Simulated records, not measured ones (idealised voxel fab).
This is a process module. Its name is voxel tone inversion.
Xsec cut, 230 nm wide, square cell size 5 nm.
Think of the cross-section as a grid of square cells. We describe it in bands, top to bottom, and each band covers one or more rows of those cells.
Top height, bottom height, nm. Materials left to right, width each, nm. Single material + "all across" = fills band edge to edge. "air" = empty.
The level at which height equals 0 is the one under which the wafer, as it arrives, is entirely one material. No lower edge exists for the bottom band, which continues downward and is notated as in "0 nm and below".
A two-number width, for instance "30..40", indicates that the width is equal to the first number in the top row of the band and to the second number in the bottom row, and that it changes by a constant amount per row of cells.
It should be understood that the words "all unchanged", when stated for a given step, signify that the cross-section underwent no change in any of its cells during that step.
Basically, "Trapped void list" tells you about the enclosed voids: empty spaces with no open way to the top, 8 cells or bigger, each written width x height at distance, where distance is from the left edge, all in nm.
What comes after the settings on a step's line is commentary from the simulator itself on that step.
overlay nm: mask right of planned place by this much (step with mask). Neg. = left.
### Process steps - plan
| 1 | RECEIVE | material Si |
| 2 | CONFORMAL_DEP | material SiN | thk nm 10 |
| 3 | DIRECTIONAL_DEP | material polySi | thk nm 15 |
| 4 | PATTERN | tone cover | mask id POSTS | material resist | width nm 15 | pitch nm 30 | thk nm 25 | overlay nm 0 |
| 5 | DIRECTIONAL_ETCH | etch materials polySi | depth nm 15 |
| 6 | STRIP | etch materials resist |
| 7 | FILL_DEP | material lowk | thk nm 10 |
| 8 | CMP | height nm 25 |
| 9 | STRIP | etch materials polySi |
| 10 | CONFORMAL_DEP | material TiN | thk nm 5 |
| 11 | FILL_DEP | material W | thk nm 10 |
| 12 | CMP | height nm 25 |
| 13 | CONFORMAL_DEP | material SiCN | thk nm 5 |
### Of two wafers, the first: run according to plan
### As-received wafer cross-section (after step 1)
  0 nm and below  Si all across
  Trapped void list: none
### after step 2
  10 nm to 0 nm  SiN all across
  Below 0 it's all the same as before, nothing changed down there.
### after step 3
  25 nm to 10 nm  polySi all across
  Below 10 it's all the same as before, nothing changed down there.
### after step 4
  50 nm to 25 nm  60 of air / 15 of resist / 15 of air / 15 of resist / 15 of air / 15 of resist / 15 of air / 15 of resist / 65 of air
  Below 25 it's all the same as before, nothing changed down there.
### after step 5
  50 nm to 25 nm  60 of air / 15 of resist / 15 of air / 15 of resist / 15 of air / 15 of resist / 15 of air / 15 of resist / 65 of air
  25 nm to 10 nm  60 of air / 15 of polySi / 15 of air / 15 of polySi / 15 of air / 15 of polySi / 15 of air / 15 of polySi / 65 of air
  Below 10 it's all the same as before, nothing changed down there.
### after step 6
  25 nm to 10 nm  60 of air / 15 of polySi / 15 of air / 15 of polySi / 15 of air / 15 of polySi / 15 of air / 15 of polySi / 65 of air
  Below 10 it's all the same as before, nothing changed down there.
### after step 7
  35 nm to 25 nm  lowk all across
  25 nm to 10 nm  60 of lowk / 15 of polySi / 15 of lowk / 15 of polySi / 15 of lowk / 15 of polySi / 15 of lowk / 15 of polySi / 65 of lowk
  Below 10 it's all the same as before, nothing changed down there.
### after step 8
  25 nm to 10 nm  60 of lowk / 15 of polySi / 15 of lowk / 15 of polySi / 15 of lowk / 15 of polySi / 15 of lowk / 15 of polySi / 65 of lowk
  Below 10 it's all the same as before, nothing changed down there.
### after step 9
  25 nm to 10 nm  60 of lowk / 15 of air / 15 of lowk / 15 of air / 15 of lowk / 15 of air / 15 of lowk / 15 of air / 65 of lowk
  Below 10 it's all the same as before, nothing changed down there.
### after step 10
  30 nm to 25 nm  65 of TiN / 5 of air / 25 of TiN / 5 of air / 25 of TiN / 5 of air / 25 of TiN / 5 of air / 70 of TiN
  25 nm to 15 nm  60 of lowk / 5 of TiN / 5 of air / 5 of TiN / 15 of lowk / 5 of TiN / 5 of air / 5 of TiN / 15 of lowk / 5 of TiN / 5 of air / 5 of TiN / 15 of lowk / 5 of TiN / 5 of air / 5 of TiN / 65 of lowk
  15 nm to 10 nm  60 of lowk / 15 of TiN / 15 of lowk / 15 of TiN / 15 of lowk / 15 of TiN / 15 of lowk / 15 of TiN / 65 of lowk
  Below 10 it's all the same as before, nothing changed down there.
### after step 11
  40 nm to 30 nm  W all across
  30 nm to 25 nm  65 of TiN / 5 of W / 25 of TiN / 5 of W / 25 of TiN / 5 of W / 25 of TiN / 5 of W / 70 of TiN
  25 nm to 15 nm  60 of lowk / 5 of TiN / 5 of W / 5 of TiN / 15 of lowk / 5 of TiN / 5 of W / 5 of TiN / 15 of lowk / 5 of TiN / 5 of W / 5 of TiN / 15 of lowk / 5 of TiN / 5 of W / 5 of TiN / 65 of lowk
  Below 15 it's all the same as before, nothing changed down there.
### after step 12
  25 nm to 15 nm  60 of lowk / 5 of TiN / 5 of W / 5 of TiN / 15 of lowk / 5 of TiN / 5 of W / 5 of TiN / 15 of lowk / 5 of TiN / 5 of W / 5 of TiN / 15 of lowk / 5 of TiN / 5 of W / 5 of TiN / 65 of lowk
  Below 15 it's all the same as before, nothing changed down there.
### after step 13
  30 nm to 25 nm  SiCN all across
  Below 25 it's all the same as before, nothing changed down there.
### Okay, second wafer. Nothing different at the start, nothing different in the plan, just one mistake somewhere in the running. As far as step 1, counting that step, it's the first wafer all over again
### Look at the second wafer in cross-section at the time step 2 ought to have finished
  15 nm to 0 nm  SiN all across
  Below 0 it's all the same as before, nothing changed down there.
### Look at the second wafer in cross-section at the time step 3 ought to have finished
  30 nm to 15 nm  polySi all across
  Below 15 it's all the same as before, nothing changed down there.
### Look at the second wafer in cross-section at the time step 4 ought to have finished
  55 nm to 30 nm  60 of air / 15 of resist / 15 of air / 15 of resist / 15 of air / 15 of resist / 15 of air / 15 of resist / 65 of air
  Below 30 it's all the same as before, nothing changed down there.
### Look at the second wafer in cross-section at the time step 5 ought to have finished
  55 nm to 30 nm  60 of air / 15 of resist / 15 of air / 15 of resist / 15 of air / 15 of resist / 15 of air / 15 of resist / 65 of air
  30 nm to 15 nm  60 of air / 15 of polySi / 15 of air / 15 of polySi / 15 of air / 15 of polySi / 15 of air / 15 of polySi / 65 of air
  Below 15 it's all the same as before, nothing changed down there.
### Look at the second wafer in cross-section at the time step 6 ought to have finished
  30 nm to 15 nm  60 of air / 15 of polySi / 15 of air / 15 of polySi / 15 of air / 15 of polySi / 15 of air / 15 of polySi / 65 of air
  Below 15 it's all the same as before, nothing changed down there.
### Look at the second wafer in cross-section at the time step 7 ought to have finished
  40 nm to 30 nm  lowk all across
  30 nm to 15 nm  60 of lowk / 15 of polySi / 15 of lowk / 15 of polySi / 15 of lowk / 15 of polySi / 15 of lowk / 15 of polySi / 65 of lowk
  Below 15 it's all the same as before, nothing changed down there.
### Look at the second wafer in cross-section at the time step 8 ought to have finished
  25 nm to 15 nm  60 of lowk / 15 of polySi / 15 of lowk / 15 of polySi / 15 of lowk / 15 of polySi / 15 of lowk / 15 of polySi / 65 of lowk
  Below 15 it's all the same as before, nothing changed down there.
### Look at the second wafer in cross-section at the time step 9 ought to have finished
  25 nm to 15 nm  60 of lowk / 15 of air / 15 of lowk / 15 of air / 15 of lowk / 15 of air / 15 of lowk / 15 of air / 65 of lowk
  Below 15 it's all the same as before, nothing changed down there.
### Look at the second wafer in cross-section at the time step 10 ought to have finished
  30 nm to 25 nm  65 of TiN / 5 of air / 25 of TiN / 5 of air / 25 of TiN / 5 of air / 25 of TiN / 5 of air / 70 of TiN
  25 nm to 20 nm  60 of lowk / 5 of TiN / 5 of air / 5 of TiN / 15 of lowk / 5 of TiN / 5 of air / 5 of TiN / 15 of lowk / 5 of TiN / 5 of air / 5 of TiN / 15 of lowk / 5 of TiN / 5 of air / 5 of TiN / 65 of lowk
  20 nm to 15 nm  60 of lowk / 15 of TiN / 15 of lowk / 15 of TiN / 15 of lowk / 15 of TiN / 15 of lowk / 15 of TiN / 65 of lowk
  Below 15 it's all the same as before, nothing changed down there.
### Look at the second wafer in cross-section at the time step 11 ought to have finished
  40 nm to 30 nm  W all across
  30 nm to 25 nm  65 of TiN / 5 of W / 25 of TiN / 5 of W / 25 of TiN / 5 of W / 25 of TiN / 5 of W / 70 of TiN
  25 nm to 20 nm  60 of lowk / 5 of TiN / 5 of W / 5 of TiN / 15 of lowk / 5 of TiN / 5 of W / 5 of TiN / 15 of lowk / 5 of TiN / 5 of W / 5 of TiN / 15 of lowk / 5 of TiN / 5 of W / 5 of TiN / 65 of lowk
  Below 20 it's all the same as before, nothing changed down there.
### Look at the second wafer in cross-section at the time step 12 ought to have finished
  25 nm to 20 nm  60 of lowk / 5 of TiN / 5 of W / 5 of TiN / 15 of lowk / 5 of TiN / 5 of W / 5 of TiN / 15 of lowk / 5 of TiN / 5 of W / 5 of TiN / 15 of lowk / 5 of TiN / 5 of W / 5 of TiN / 65 of lowk
  Below 20 it's all the same as before, nothing changed down there.
### Look at the second wafer in cross-section at the time step 13 ought to have finished
  30 nm to 25 nm  SiCN all across
  Below 25 it's all the same as before, nothing changed down there.
Against the plan, the run slipped here: step 2 deviated from plan and actually ran as CONFORMAL_DEP | material SiN | thk nm 15
It is noted that, at the conclusion of processing, the second wafer exhibits a higher or lower cell count for certain materials relative to the first: +46 SiN, -8 TiN, -4 W, -34 lowk
